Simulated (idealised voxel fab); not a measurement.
Documented hereafter: the process module known as voxel ribs on slabs.
Square cell edge 5 nm, section width 270 nm, ID cut.
Cross-section = grid of square cells, listed top down in bands; band = one or more rows. Each band's line starts with the height of the band's top and of its bottom, in nm. Then come its materials from left to right, each with its width in nm. One material with "everywhere" fills the band from edge to edge. "blank" is empty space. Heights are reckoned from 0. Under this level, the received wafer is all of one material. The bottommost band is open-ended downward, for example "0 nm and below". Think of "30 to 40" as a width that walks from the first number to the second as you go down the band, top row to bottom row, taking equal-sized steps from row to row. Basically "nothing different" means that step didn't change any cell in the cross-section. So "Sealed-off cavities" is basically the list of trapped voids: any empty space of 8 cells or more that can't reach the top through an opening. They're written width x height at distance, the distance being from the left edge, and it's all nm. What comes after the settings on a step's line is commentary from the simulator itself on that step. A step line may carry the setting "overlay nm", which, for steps involving a mask, states the distance by which the mask lay to the right of its intended position; negative values denote displacement to the left.
**Planned process steps**
1) RECEIVE, material Si
2) DIRECTIONAL_DEP, material SiO2, thk nm 20
3) DIRECTIONAL_DEP, material SiN, thk nm 15
4) MASKED_ETCH, tone cover, mask id RIB, width nm 15, etch materials SiN, depth nm 5, overlay nm 0
5) DIRECTIONAL_DEP, material aC, thk nm 10
6) PATTERN, tone cover, mask id SLAB, material resist, width nm 65, thk nm 30, overlay nm 0
7) DIRECTIONAL_ETCH, etch materials aC, depth nm 10
8) STRIP, etch materials resist
9) DIRECTIONAL_ETCH, etch materials SiN, depth nm 10
10) STRIP, etch materials aC
11) FILL_DEP, material SiO2, thk nm 20
12) CMP, height nm 50
13) DIRECTIONAL_DEP, material W, thk nm 5
14) PATTERN, tone cover, mask id HEATER, material resist, width nm 25, thk nm 20, overlay nm 0
15) DIRECTIONAL_ETCH, etch materials W, depth nm 5
16) STRIP, etch materials resist
17) CONFORMAL_DEP, material SiO2, thk nm 10
**Cross-section of the wafer at receipt, which is the condition after step 1**
	0 nm and below: Si everywhere
	Sealed-off cavities: none
**Cross-section at module end, one run error; start and plan unchanged from above**
	65 nm to 60 nm: blank 115, then SiO2 45, then blank 110
	60 nm to 55 nm: SiO2 everywhere
	55 nm to 50 nm: SiO2 125, then W 25, then SiO2 120
	50 nm to 35 nm: SiO2 everywhere
	35 nm to 30 nm: SiO2 125, then SiN 15, then SiO2 130
	30 nm to 20 nm: SiO2 100, then SiN 65, then SiO2 105
	20 nm to 0 nm: SiO2 everywhere
	0 nm and below: Si everywhere
	Sealed-off cavities: none
What was the processing mistake? not per plan at step 14, really ran PATTERN, tone cover, mask id HEATER, material resist, width nm 25, thk nm 20, overlay nm 5
